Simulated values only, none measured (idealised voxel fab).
Documented hereafter: the process module known as voxel self aligned contacts.
In the cross-section labelled cut, the width is 205 nm and each square cell is 5 nm.
Format of a cross-section: grid, square cells. Given as bands. Order: top down. Band: one or more rows of cells. First you get the band's top height and its bottom height, in nm, and then the materials it's made of, left to right, with each width in nm. If you see a single material with "everywhere", that one covers the band edge to edge. "empty" is empty space. Convention: height 0 is the level below which the wafer, as received, is all one material. The lowest band does not terminate at the bottom but continues downward, represented as "top 0, no bottom". Width: "30 to 40" (first number = top row, second number = bottom row, same change from row to row of cells). The cross-section has no changed cell in any step marked "remains unaltered". So "Closed-off voids" is basically the list of trapped voids: any empty space of 8 cells or more that can't reach the top through an opening. They're written width x height at distance, the distance being from the left edge, and it's all nm. On each step's line, the part that comes after the settings is the simulator's own comment on the step. A step's line can hold "overlay nm"; with a mask on that step, the setting says how far right of the planned place the mask lay, while a negative setting says it lay to the left. Each pair of cross-sections that follows straddles one process step: the one shows the state before the step, the other the state after it, down to the lowest band that changed and no further. The step in question, and its settings, are given under the pair. Note that a pair is not necessarily a continuation of the pair above it, since pairs can come from different runs of this module on the same starting wafer; it is a continuation only where its entry headed "Before-step section" says so.

# Before-step section
* top 50, bottom 40: aC everywhere
* top 40, bottom 30: SiO2 25, then SiN 40, then SiO2 15, then SiN 40, then SiO2 15, then SiN 40, then SiO2 30
* top 30, bottom 20: SiN everywhere
* top 20, bottom 0: polySi everywhere
* top 0, bottom -5: SiO2 everywhere
* top -5, no bottom: Si everywhere
* Closed-off voids: none

# Post-Step Appearance
* top 80, bottom 50: resist 55, then empty 35, then resist 20, then empty 35, then resist 60
* Under 50: no change, same as before.
* Closed-off voids: none
Step that separates the before view from the after view above: PATTERN (tone open; mask id CONTACT; material resist; width nm 35; pitch nm 55; thk nm 30; overlay nm 0)

Before-step section: carried over from the after image of the pair right above.

# Post-Step Appearance
* top 70, bottom 50: resist 55, then empty 35, then resist 20, then empty 35, then resist 60
* top 50, bottom 40: aC 55, then empty 35, then aC 20, then empty 35, then aC 60
* Under 40: no change, same as before.
* Closed-off voids: none
Step that separates the before view from the after view above: DIRECTIONAL_ETCH (etch materials aC; depth nm 10)

Before-step section: carried over from the after image of the pair right above.

# Post-Step Appearance
* top 50, bottom 40: aC 55, then empty 35, then aC 20, then empty 35, then aC 60
* Under 40: no change, same as before.
* Closed-off voids: none
Step that separates the before view from the after view above: STRIP (etch materials resist)

Before-step section: carried over from the after image of the pair right above.

# Post-Step Appearance
* top 50, bottom 40: aC 55, then empty 35, then aC 20, then empty 35, then aC 60
* top 40, bottom 30: SiO2 25, then SiN 40, then empty 15, then SiN 40, then empty 15, then SiN 40, then SiO2 30
* Under 30: no change, same as before.
* Closed-off voids: none
Step that separates the before view from the after view above: DIRECTIONAL_ETCH (etch materials SiO2; depth nm 45)

Before-step section: carried over from the after image of the pair right above.

# Post-Step Appearance
* top 40, bottom 30: SiO2 25, then SiN 40, then empty 15, then SiN 40, then empty 15, then SiN 40, then SiO2 30
* Under 30: no change, same as before.
* Closed-off voids: none
Step that separates the before view from the after view above: STRIP (etch materials aC)

Before-step section: carried over from the after image of the pair right above.

# Post-Step Appearance
* top 45, bottom 40: TiN 70, then empty 5, then TiN 50, then empty 5, then TiN 75
* top 40, bottom 35: SiO2 25, then SiN 40, then TiN 5, then empty 5, then TiN 5, then SiN 40, then TiN 5, then empty 5, then TiN 5, then SiN 40, then SiO2 30
* top 35, bottom 30: SiO2 25, then SiN 40, then TiN 15, then SiN 40, then TiN 15, then SiN 40, then SiO2 30
* Under 30: no change, same as before.
* Closed-off voids: none
Step that separates the before view from the after view above: CONFORMAL_DEP (material TiN; thk nm 5)

Before-step section: carried over from the after image of the pair right above.

# Post-Step Appearance
* top 55, bottom 45: Ru everywhere
* top 45, bottom 40: TiN 70, then Ru 5, then TiN 50, then Ru 5, then TiN 75
* top 40, bottom 35: SiO2 25, then SiN 40, then TiN 5, then Ru 5, then TiN 5, then SiN 40, then TiN 5, then Ru 5, then TiN 5, then SiN 40, then SiO2 30
* Under 35: no change, same as before.
* Closed-off voids: none
Step that separates the before view from the after view above: FILL_DEP (material Ru; thk nm 10)

Before-step section: carried over from the after image of the pair right above.

# Post-Step Appearance
* top 40, bottom 35: SiO2 25, then SiN 40, then TiN 5, then Ru 5, then TiN 5, then SiN 40, then TiN 5, then Ru 5, then TiN 5, then SiN 40, then SiO2 30
* Under 35: no change, same as before.
* Closed-off voids: none
Step that separates the before view from the after view above: CMP (height nm 40)

Before-step section: carried over from the after image of the pair right above.

# Post-Step Appearance
* top 45, bottom 40: SiN everywhere
* Under 40: no change, same as before.
* Closed-off voids: none
Step that separates the before view from the after view above: CONFORMAL_DEP (material SiN; thk nm 5)

# Before-step section
* top 50, bottom 40: aC everywhere
* top 40, bottom 35: SiO2 everywhere
* top 35, bottom 20: SiO2 25, then SiN 40, then SiO2 15, then SiN 40, then SiO2 15, then SiN 40, then SiO2 30
* top 20, bottom 0: SiO2 25, then SiN 5, then polySi 30, then SiN 5, then SiO2 15, then SiN 5, then polySi 30, then SiN 5, then SiO2 15, then SiN 5, then polySi 30, then SiN 5, then SiO2 30
* top 0, bottom -5: SiO2 everywhere
* top -5, no bottom: Si everywhere
* Closed-off voids: none

# Post-Step Appearance
* top 80, bottom 50: resist 60, then empty 30, then resist 25, then empty 30, then resist 60
* Under 50: no change, same as before.
* Closed-off voids: none
Step that separates the before view from the after view above: PATTERN (tone open; mask id CONTACT; material resist; width nm 30; pitch nm 55; thk nm 30; overlay nm 0)

Before-step section: carried over from the after image of the pair right above.

# Post-Step Appearance
* top 70, bottom 50: resist 60, then empty 30, then resist 25, then empty 30, then resist 60
* top 50, bottom 40: aC 60, then empty 30, then aC 25, then empty 30, then aC 60
* Under 40: no change, same as before.
* Closed-off voids: none
Step that separates the before view from the after view above: DIRECTIONAL_ETCH (etch materials aC; depth nm 10)

Before-step section: carried over from the after image of the pair right above.

# Post-Step Appearance
* top 50, bottom 40: aC 60, then empty 30, then aC 25, then empty 30, then aC 60
* Under 40: no change, same as before.
* Closed-off voids: none
Step that separates the before view from the after view above: STRIP (etch materials resist)

Before-step section: carried over from the after image of the pair right above.

# Post-Step Appearance
* top 50, bottom 40: aC 60, then empty 30, then aC 25, then empty 30, then aC 60
* top 40, bottom 35: SiO2 60, then empty 30, then SiO2 25, then empty 30, then SiO2 60
* top 35, bottom 20: SiO2 25, then SiN 40, then empty 15, then SiN 40, then empty 15, then SiN 40, then SiO2 30
* top 20, bottom 0: SiO2 25, then SiN 5, then polySi 30, then SiN 5, then empty 15, then SiN 5, then polySi 30, then SiN 5, then empty 15, then SiN 5, then polySi 30, then SiN 5, then SiO2 30
* top 0, bottom -5: SiO2 65, then empty 15, then SiO2 40, then empty 15, then SiO2 70
* Under -5: no change, same as before.
* Closed-off voids: none
Step that separates the before view from the after view above: DIRECTIONAL_ETCH (etch materials SiO2; depth nm 45)

Before-step section: carried over from the after image of the pair right above.

# Post-Step Appearance
* top 40, bottom 35: SiO2 60, then empty 30, then SiO2 25, then empty 30, then SiO2 60
* Under 35: no change, same as before.
* Closed-off voids: none
Step that separates the before view from the after view above: STRIP (etch materials aC)

Before-step section: carried over from the after image of the pair right above.

# Post-Step Appearance
* top 45, bottom 40: TiN 65, then empty 20, then TiN 35, then empty 20, then TiN 65
* top 40, bottom 35: SiO2 60, then TiN 10, then empty 5, then TiN 15, then SiO2 25, then TiN 10, then empty 5, then TiN 15, then SiO2 60
* top 35, bottom 20: SiO2 25, then SiN 40, then TiN 5, then empty 5, then TiN 5, then SiN 40, then TiN 5, then empty 5, then TiN 5, then SiN 40, then SiO2 30
* top 20, bottom 0: SiO2 25, then SiN 5, then polySi 30, then SiN 5, then TiN 5, then empty 5, then TiN 5, then SiN 5, then polySi 30, then SiN 5, then TiN 5, then empty 5, then TiN 5, then SiN 5, then polySi 30, then SiN 5, then SiO2 30
* top 0, bottom -5: SiO2 65, then TiN 15, then SiO2 40, then TiN 15, then SiO2 70
* Under -5: no change, same as before.
* Closed-off voids: none
Step that separates the before view from the after view above: CONFORMAL_DEP (material TiN; thk nm 5)

Before-step section: carried over from the after image of the pair right above.

# Post-Step Appearance
* top 55, bottom 45: Ru everywhere
* top 45, bottom 40: TiN 65, then Ru 20, then TiN 35, then Ru 20, then TiN 65
* top 40, bottom 35: SiO2 60, then TiN 10, then Ru 5, then TiN 15, then SiO2 25, then TiN 10, then Ru 5, then TiN 15, then SiO2 60
* top 35, bottom 20: SiO2 25, then SiN 40, then TiN 5, then Ru 5, then TiN 5, then SiN 40, then TiN 5, then Ru 5, then TiN 5, then SiN 40, then SiO2 30
* top 20, bottom 0: SiO2 25, then SiN 5, then polySi 30, then SiN 5, then TiN 5, then Ru 5, then TiN 5, then SiN 5, then polySi 30, then SiN 5, then TiN 5, then Ru 5, then TiN 5, then SiN 5, then polySi 30, then SiN 5, then SiO2 30
* Under 0: no change, same as before.
* Closed-off voids: none
Step that separates the before view from the after view above: FILL_DEP (material Ru; thk nm 10)

Before-step section: carried over from the after image of the pair right above.

# Post-Step Appearance
* top 40, bottom 35: SiO2 60, then TiN 10, then Ru 5, then TiN 15, then SiO2 25, then TiN 10, then Ru 5, then TiN 15, then SiO2 60
* Under 35: no change, same as before.
* Closed-off voids: none
Step that separates the before view from the after view above: CMP (height nm 40)

Before-step section: carried over from the after image of the pair right above.

# Post-Step Appearance
* top 45, bottom 40: SiN everywhere
* Under 40: no change, same as before.
* Closed-off voids: none
Step that separates the before view from the after view above: CONFORMAL_DEP (material SiN; thk nm 5)

# Before-step section
* top 50, bottom 40: aC everywhere
* top 40, bottom 35: SiO2 everywhere
* top 35, bottom 20: SiO2 25, then SiN 40, then SiO2 15, then SiN 40, then SiO2 15, then SiN 40, then SiO2 30
* top 20, bottom 0: SiO2 25, then SiN 5, then polySi 30, then SiN 5, then SiO2 15, then SiN 5, then polySi 30, then SiN 5, then SiO2 15, then SiN 5, then polySi 30, then SiN 5, then SiO2 30
* top 0, bottom -5: SiO2 everywhere
* top -5, no bottom: Si everywhere
* Closed-off voids: none

# Post-Step Appearance
* top 80, bottom 50: resist 60, then empty 35, then resist 20, then empty 35, then resist 55
* Under 50: no change, same as before.
* Closed-off voids: none
Step that separates the before view from the after view above: PATTERN (tone open; mask id CONTACT; material resist; width nm 35; pitch nm 55; thk nm 30; overlay nm 5)

Before-step section: carried over from the after image of the pair right above.

# Post-Step Appearance
* top 70, bottom 50: resist 60, then empty 35, then resist 20, then empty 35, then resist 55
* top 50, bottom 40: aC 60, then empty 35, then aC 20, then empty 35, then aC 55
* Under 40: no change, same as before.
* Closed-off voids: none
Step that separates the before view from the after view above: DIRECTIONAL_ETCH (etch materials aC; depth nm 10)

Before-step section: carried over from the after image of the pair right above.

# Post-Step Appearance
* top 50, bottom 40: aC 60, then empty 35, then aC 20, then empty 35, then aC 55
* Under 40: no change, same as before.
* Closed-off voids: none
Step that separates the before view from the after view above: STRIP (etch materials resist)

Before-step section: carried over from the after image of the pair right above.

# Post-Step Appearance
* top 50, bottom 40: aC 60, then empty 35, then aC 20, then empty 35, then aC 55
* top 40, bottom 35: SiO2 60, then empty 35, then SiO2 20, then empty 35, then SiO2 55
* top 35, bottom 20: SiO2 25, then SiN 40, then empty 15, then SiN 40, then empty 15, then SiN 40, then SiO2 30
* top 20, bottom 0: SiO2 25, then SiN 5, then polySi 30, then SiN 5, then empty 15, then SiN 5, then polySi 30, then SiN 5, then empty 15, then SiN 5, then polySi 30, then SiN 5, then SiO2 30
* top 0, bottom -5: SiO2 65, then empty 15, then SiO2 40, then empty 15, then SiO2 70
* Under -5: no change, same as before.
* Closed-off voids: none
Step that separates the before view from the after view above: DIRECTIONAL_ETCH (etch materials SiO2; depth nm 45)

Before-step section: carried over from the after image of the pair right above.

# Post-Step Appearance
* top 40, bottom 35: SiO2 60, then empty 35, then SiO2 20, then empty 35, then SiO2 55
* Under 35: no change, same as before.
* Closed-off voids: none
Step that separates the before view from the after view above: STRIP (etch materials aC)

Before-step section: carried over from the after image of the pair right above.

# Post-Step Appearance
* top 45, bottom 40: TiN 65, then empty 25, then TiN 30, then empty 25, then TiN 60
* top 40, bottom 35: SiO2 60, then TiN 10, then empty 5, then TiN 20, then SiO2 20, then TiN 10, then empty 5, then TiN 20, then SiO2 55
* top 35, bottom 20: SiO2 25, then SiN 40, then TiN 5, then empty 5, then TiN 5, then SiN 40, then TiN 5, then empty 5, then TiN 5, then SiN 40, then SiO2 30
* top 20, bottom 0: SiO2 25, then SiN 5, then polySi 30, then SiN 5, then TiN 5, then empty 5, then TiN 5, then SiN 5, then polySi 30, then SiN 5, then TiN 5, then empty 5, then TiN 5, then SiN 5, then polySi 30, then SiN 5, then SiO2 30
* top 0, bottom -5: SiO2 65, then TiN 15, then SiO2 40, then TiN 15, then SiO2 70
* Under -5: no change, same as before.
* Closed-off voids: none
Step that separates the before view from the after view above: CONFORMAL_DEP (material TiN; thk nm 5)

Before-step section: carried over from the after image of the pair right above.

# Post-Step Appearance
* top 55, bottom 45: Ru everywhere
* top 45, bottom 40: TiN 65, then Ru 25, then TiN 30, then Ru 25, then TiN 60
* top 40, bottom 35: SiO2 60, then TiN 10, then Ru 5, then TiN 20, then SiO2 20, then TiN 10, then Ru 5, then TiN 20, then SiO2 55
* top 35, bottom 20: SiO2 25, then SiN 40, then TiN 5, then Ru 5, then TiN 5, then SiN 40, then TiN 5, then Ru 5, then TiN 5, then SiN 40, then SiO2 30
* top 20, bottom 0: SiO2 25, then SiN 5, then polySi 30, then SiN 5, then TiN 5, then Ru 5, then TiN 5, then SiN 5, then polySi 30, then SiN 5, then TiN 5, then Ru 5, then TiN 5, then SiN 5, then polySi 30, then SiN 5, then SiO2 30
* Under 0: no change, same as before.
* Closed-off voids: none
Step that separates the before view from the after view above: FILL_DEP (material Ru; thk nm 10)

Before-step section: carried over from the after image of the pair right above.

# Post-Step Appearance
* top 40, bottom 35: SiO2 60, then TiN 10, then Ru 5, then TiN 20, then SiO2 20, then TiN 10, then Ru 5, then TiN 20, then SiO2 55
* Under 35: no change, same as before.
* Closed-off voids: none
Step that separates the before view from the after view above: CMP (height nm 40)

Before-step section: carried over from the after image of the pair right above.

# Post-Step Appearance
* top 45, bottom 40: SiN everywhere
* Under 40: no change, same as before.
* Closed-off voids: none
Step that separates the before view from the after view above: CONFORMAL_DEP (material SiN; thk nm 5)

# Before-step section
* top 35, bottom 20: SiN everywhere
* top 20, bottom 0: polySi everywhere
* top 0, bottom -5: SiO2 everywhere
* top -5, no bottom: Si everywhere
* Closed-off voids: none

# Post-Step Appearance
* top 45, bottom 20: SiN everywhere
* Under 20: no change, same as before.
* Closed-off voids: none
Step that separates the before view from the after view above: DIRECTIONAL_DEP (material SiN; thk nm 10)

Before-step section: carried over from the after image of the pair right above.

# Post-Step Appearance
* top 70, bottom 45: empty 30, then resist 30, then empty 25, then resist 30, then empty 25, then resist 30, then empty 35
* Under 45: no change, same as before.
* Closed-off voids: none
Step that separates the before view from the after view above: PATTERN (tone cover; mask id GATE; material resist; width nm 30; pitch nm 55; thk nm 25; overlay nm 0)

Before-step section: carried over from the after image of the pair right above.

# Post-Step Appearance
* top 60, bottom 45: empty 30, then resist 30, then empty 25, then resist 30, then empty 25, then resist 30, then empty 35
* Under 45: no change, same as before.
* Closed-off voids: none
Step that separates the before view from the after view above: DIRECTIONAL_ETCH (etch materials aC; depth nm 10)

Before-step section: carried over from the after image of the pair right above.

# Post-Step Appearance
* top 45, bottom 20: SiN everywhere
* Under 20: no change, same as before.
* Closed-off voids: none
Step that separates the before view from the after view above: STRIP (etch materials resist)

Before-step section: carried over from the after image of the pair right above.

# Post-Step Appearance
* top 30, bottom 20: SiN everywhere
* Under 20: no change, same as before.
* Closed-off voids: none
Step that separates the before view from the after view above: DIRECTIONAL_ETCH (etch materials SiN; depth nm 15)

Before-step section: carried over from the after image of the pair right above.

# Post-Step Appearance
* top 35, bottom 20: SiN everywhere
* Under 20: no change, same as before.
* Closed-off voids: none
Step that separates the before view from the after view above: CONFORMAL_DEP (material SiN; thk nm 5)

Before-step section: carried over from the after image of the pair right above.

# Post-Step Appearance
* top 30, bottom 20: SiN everywhere
* Under 20: no change, same as before.
* Closed-off voids: none
Step that separates the before view from the after view above: DIRECTIONAL_ETCH (etch materials SiN; depth nm 5)

Before-step section: carried over from the after image of the pair right above.

# Post-Step Appearance
* top 45, bottom 30: SiO2 everywhere
* Under 30: no change, same as before.
* Closed-off voids: none
Step that separates the before view from the after view above: FILL_DEP (material SiO2; thk nm 15)

Before-step section: carried over from the after image of the pair right above.

# Post-Step Appearance
* top 40, bottom 30: SiO2 everywhere
* Under 30: no change, same as before.
* Closed-off voids: none
Step that separates the before view from the after view above: CMP (height nm 40)

Before-step section: carried over from the after image of the pair right above.

# Post-Step Appearance
* top 50, bottom 40: aC everywhere
* Under 40: no change, same as before.
* Closed-off voids: none
Step that separates the before view from the after view above: DIRECTIONAL_DEP (material aC; thk nm 10)

Before-step section: carried over from the after image of the pair right above.

# Post-Step Appearance
* top 80, bottom 50: resist 55, then empty 35, then resist 20, then empty 35, then resist 60
* Under 50: no change, same as before.
* Closed-off voids: none
Step that separates the before view from the after view above: PATTERN (tone open; mask id CONTACT; material resist; width nm 35; pitch nm 55; thk nm 30; overlay nm 0)

Before-step section: carried over from the after image of the pair right above.

# Post-Step Appearance
* top 70, bottom 50: resist 55, then empty 35, then resist 20, then empty 35, then resist 60
* top 50, bottom 40: aC 55, then empty 35, then aC 20, then empty 35, then aC 60
* Under 40: no change, same as before.
* Closed-off voids: none
Step that separates the before view from the after view above: DIRECTIONAL_ETCH (etch materials aC; depth nm 10)

Before-step section: carried over from the after image of the pair right above.

# Post-Step Appearance
* top 50, bottom 40: aC 55, then empty 35, then aC 20, then empty 35, then aC 60
* Under 40: no change, same as before.
* Closed-off voids: none
Step that separates the before view from the after view above: STRIP (etch materials resist)

Before-step section: carried over from the after image of the pair right above.

# Post-Step Appearance
* top 50, bottom 40: aC 55, then empty 35, then aC 20, then empty 35, then aC 60
* top 40, bottom 30: SiO2 55, then empty 35, then SiO2 20, then empty 35, then SiO2 60
* Under 30: no change, same as before.
* Closed-off voids: none
Step that separates the before view from the after view above: DIRECTIONAL_ETCH (etch materials SiO2; depth nm 45)

Before-step section: carried over from the after image of the pair right above.

# Post-Step Appearance
* top 40, bottom 30: SiO2 55, then empty 35, then SiO2 20, then empty 35, then SiO2 60
* Under 30: no change, same as before.
* Closed-off voids: none
Step that separates the before view from the after view above: STRIP (etch materials aC)

Before-step section: carried over from the after image of the pair right above.

# Post-Step Appearance
* top 45, bottom 40: TiN 60, then empty 25, then TiN 30, then empty 25, then TiN 65
* top 40, bottom 35: SiO2 55, then TiN 5, then empty 25, then TiN 5, then SiO2 20, then TiN 5, then empty 25, then TiN 5, then SiO2 60
* top 35, bottom 30: SiO2 55, then TiN 35, then SiO2 20, then TiN 35, then SiO2 60
* Under 30: no change, same as before.
* Closed-off voids: none
Step that separates the before view from the after view above: CONFORMAL_DEP (material TiN; thk nm 5)

Before-step section: carried over from the after image of the pair right above.

# Post-Step Appearance
* top 55, bottom 45: Ru everywhere
* top 45, bottom 40: TiN 60, then Ru 25, then TiN 30, then Ru 25, then TiN 65
* top 40, bottom 35: SiO2 55, then TiN 5, then Ru 25, then TiN 5, then SiO2 20, then TiN 5, then Ru 25, then TiN 5, then SiO2 60
* Under 35: no change, same as before.
* Closed-off voids: none
Step that separates the before view from the after view above: FILL_DEP (material Ru; thk nm 10)

Before-step section: carried over from the after image of the pair right above.

# Post-Step Appearance
* top 40, bottom 35: SiO2 55, then TiN 5, then Ru 25, then TiN 5, then SiO2 20, then TiN 5, then Ru 25, then TiN 5, then SiO2 60
* Under 35: no change, same as before.
* Closed-off voids: none
Step that separates the before view from the after view above: CMP (height nm 40)

Before-step section: carried over from the after image of the pair right above.

# Post-Step Appearance
* top 45, bottom 40: SiN everywhere
* Under 40: no change, same as before.
* Closed-off voids: none
Step that separates the before view from the after view above: CONFORMAL_DEP (material SiN; thk nm 5)

# Before-step section
* top 45, bottom 35: aC everywhere
* top 35, bottom 20: SiN everywhere
* top 20, bottom 0: polySi everywhere
* top 0, bottom -5: SiO2 everywhere
* top -5, no bottom: Si everywhere
* Closed-off voids: none

# Post-Step Appearance
* top 70, bottom 45: resist 30, then empty 30, then resist 25, then empty 30, then resist 25, then empty 30, then resist 35
* Under 45: no change, same as before.
* Closed-off voids: none
Step that separates the before view from the after view above: PATTERN (tone open; mask id GATE; material resist; width nm 30; pitch nm 55; thk nm 25; overlay nm 0)

Before-step section: carried over from the after image of the pair right above.

# Post-Step Appearance
* top 60, bottom 45: resist 30, then empty 30, then resist 25, then empty 30, then resist 25, then empty 30, then resist 35
* top 45, bottom 35: aC 30, then empty 30, then aC 25, then empty 30, then aC 25, then empty 30, then aC 35
* Under 35: no change, same as before.
* Closed-off voids: none
Step that separates the before view from the after view above: DIRECTIONAL_ETCH (etch materials aC; depth nm 10)

Before-step section: carried over from the after image of the pair right above.

# Post-Step Appearance
* top 45, bottom 35: aC 30, then empty 30, then aC 25, then empty 30, then aC 25, then empty 30, then aC 35
* Under 35: no change, same as before.
* Closed-off voids: none
Step that separates the before view from the after view above: STRIP (etch materials resist)

Before-step section: carried over from the after image of the pair right above.

# Post-Step Appearance
* top 45, bottom 35: aC 30, then empty 30, then aC 25, then empty 30, then aC 25, then empty 30, then aC 35
* top 35, bottom 20: SiN 30, then empty 30, then SiN 25, then empty 30, then SiN 25, then empty 30, then SiN 35
* Under 20: no change, same as before.
* Closed-off voids: none
Step that separates the before view from the after view above: DIRECTIONAL_ETCH (etch materials SiN; depth nm 15)

Before-step section: carried over from the after image of the pair right above.

# Post-Step Appearance
* top 45, bottom 35: aC 30, then empty 30, then aC 25, then empty 30, then aC 25, then empty 30, then aC 35
* top 35, bottom 20: SiN 30, then empty 30, then SiN 25, then empty 30, then SiN 25, then empty 30, then SiN 35
* top 20, bottom 0: polySi 30, then empty 30, then polySi 25, then empty 30, then polySi 25, then empty 30, then polySi 35
* Under 0: no change, same as before.
* Closed-off voids: none
Step that separates the before view from the after view above: DIRECTIONAL_ETCH (etch materials polySi; depth nm 20)

Before-step section: carried over from the after image of the pair right above.

# Post-Step Appearance
* top 35, bottom 20: SiN 30, then empty 30, then SiN 25, then empty 30, then SiN 25, then empty 30, then SiN 35
* Under 20: no change, same as before.
* Closed-off voids: none
Step that separates the before view from the after view above: STRIP (etch materials aC)

Before-step section: carried over from the after image of the pair right above.

# Post-Step Appearance
* top 40, bottom 20: SiN 35, then empty 20, then SiN 35, then empty 20, then SiN 35, then empty 20, then SiN 40
* top 20, bottom 5: polySi 30, then SiN 5, then empty 20, then SiN 5, then polySi 25, then SiN 5, then empty 20, then SiN 5, then polySi 25, then SiN 5, then empty 20, then SiN 5, then polySi 35
* top 5, bottom 0: polySi 30, then SiN 30, then polySi 25, then SiN 30, then polySi 25, then SiN 30, then polySi 35
* Under 0: no change, same as before.
* Closed-off voids: none
Step that separates the before view from the after view above: CONFORMAL_DEP (material SiN; thk nm 5)

Before-step section: carried over from the after image of the pair right above.

# Post-Step Appearance
* top 35, bottom 20: SiN 35, then empty 20, then SiN 35, then empty 20, then SiN 35, then empty 20, then SiN 40
* top 20, bottom 0: polySi 30, then SiN 5, then empty 20, then SiN 5, then polySi 25, then SiN 5, then empty 20, then SiN 5, then polySi 25, then SiN 5, then empty 20, then SiN 5, then polySi 35
* Under 0: no change, same as before.
* Closed-off voids: none
Step that separates the before view from the after view above: DIRECTIONAL_ETCH (etch materials SiN; depth nm 5)

Before-step section: carried over from the after image of the pair right above.

# Post-Step Appearance
* top 50, bottom 35: SiO2 everywhere
* top 35, bottom 20: SiN 35, then SiO2 20, then SiN 35, then SiO2 20, then SiN 35, then SiO2 20, then SiN 40
* top 20, bottom 0: polySi 30, then SiN 5, then SiO2 20, then SiN 5, then polySi 25, then SiN 5, then SiO2 20, then SiN 5, then polySi 25, then SiN 5, then SiO2 20, then SiN 5, then polySi 35
* Under 0: no change, same as before.
* Closed-off voids: none
Step that separates the before view from the after view above: FILL_DEP (material SiO2; thk nm 15)

Before-step section: carried over from the after image of the pair right above.

# Post-Step Appearance
* top 40, bottom 35: SiO2 everywhere
* Under 35: no change, same as before.
* Closed-off voids: none
Step that separates the before view from the after view above: CMP (height nm 40)

Before-step section: carried over from the after image of the pair right above.

# Post-Step Appearance
* top 50, bottom 40: aC everywhere
* Under 40: no change, same as before.
* Closed-off voids: none
Step that separates the before view from the after view above: DIRECTIONAL_DEP (material aC; thk nm 10)

Before-step section: carried over from the after image of the pair right above.

# Post-Step Appearance
* top 80, bottom 50: resist 55, then empty 35, then resist 20, then empty 35, then resist 60
* Under 50: no change, same as before.
* Closed-off voids: none
Step that separates the before view from the after view above: PATTERN (tone open; mask id CONTACT; material resist; width nm 35; pitch nm 55; thk nm 30; overlay nm 0)

Before-step section: carried over from the after image of the pair right above.

# Post-Step Appearance
* top 70, bottom 50: resist 55, then empty 35, then resist 20, then empty 35, then resist 60
* top 50, bottom 40: aC 55, then empty 35, then aC 20, then empty 35, then aC 60
* Under 40: no change, same as before.
* Closed-off voids: none
Step that separates the before view from the after view above: DIRECTIONAL_ETCH (etch materials aC; depth nm 10)

Before-step section: carried over from the after image of the pair right above.

# Post-Step Appearance
* top 50, bottom 40: aC 55, then empty 35, then aC 20, then empty 35, then aC 60
* Under 40: no change, same as before.
* Closed-off voids: none
Step that separates the before view from the after view above: STRIP (etch materials resist)

Before-step section: carried over from the after image of the pair right above.

# Post-Step Appearance
* top 50, bottom 40: aC 55, then empty 35, then aC 20, then empty 35, then aC 60
* top 40, bottom 35: SiO2 55, then empty 35, then SiO2 20, then empty 35, then SiO2 60
* Under 35: no change, same as before.
* Closed-off voids: none
Step that separates the before view from the after view above: DIRECTIONAL_ETCH (etch materials SiO2; depth nm 45)

Before-step section: carried over from the after image of the pair right above.

# Post-Step Appearance
* top 40, bottom 35: SiO2 55, then empty 35, then SiO2 20, then empty 35, then SiO2 60
* Under 35: no change, same as before.
* Closed-off voids: none
Step that separates the before view from the after view above: STRIP (etch materials aC)

Before-step section: carried over from the after image of the pair right above.

# Post-Step Appearance
* top 45, bottom 40: TiN 60, then empty 25, then TiN 30, then empty 25, then TiN 65
* top 40, bottom 35: SiO2 55, then TiN 35, then SiO2 20, then TiN 35, then SiO2 60
* Under 35: no change, same as before.
* Closed-off voids: none
Step that separates the before view from the after view above: CONFORMAL_DEP (material TiN; thk nm 5)

Before-step section: carried over from the after image of the pair right above.

# Post-Step Appearance
* top 55, bottom 45: Ru everywhere
* top 45, bottom 40: TiN 60, then Ru 25, then TiN 30, then Ru 25, then TiN 65
* Under 40: no change, same as before.
* Closed-off voids: none
Step that separates the before view from the after view above: FILL_DEP (material Ru; thk nm 10)

Before-step section: carried over from the after image of the pair right above.

# Post-Step Appearance
* top 40, bottom 35: SiO2 55, then TiN 35, then SiO2 20, then TiN 35, then SiO2 60
* Under 35: no change, same as before.
* Closed-off voids: none
Step that separates the before view from the after view above: CMP (height nm 40)

Before-step section: carried over from the after image of the pair right above.

# Post-Step Appearance
* top 45, bottom 40: SiN everywhere
* Under 40: no change, same as before.
* Closed-off voids: none
Step that separates the before view from the after view above: CONFORMAL_DEP (material SiN; thk nm 5)
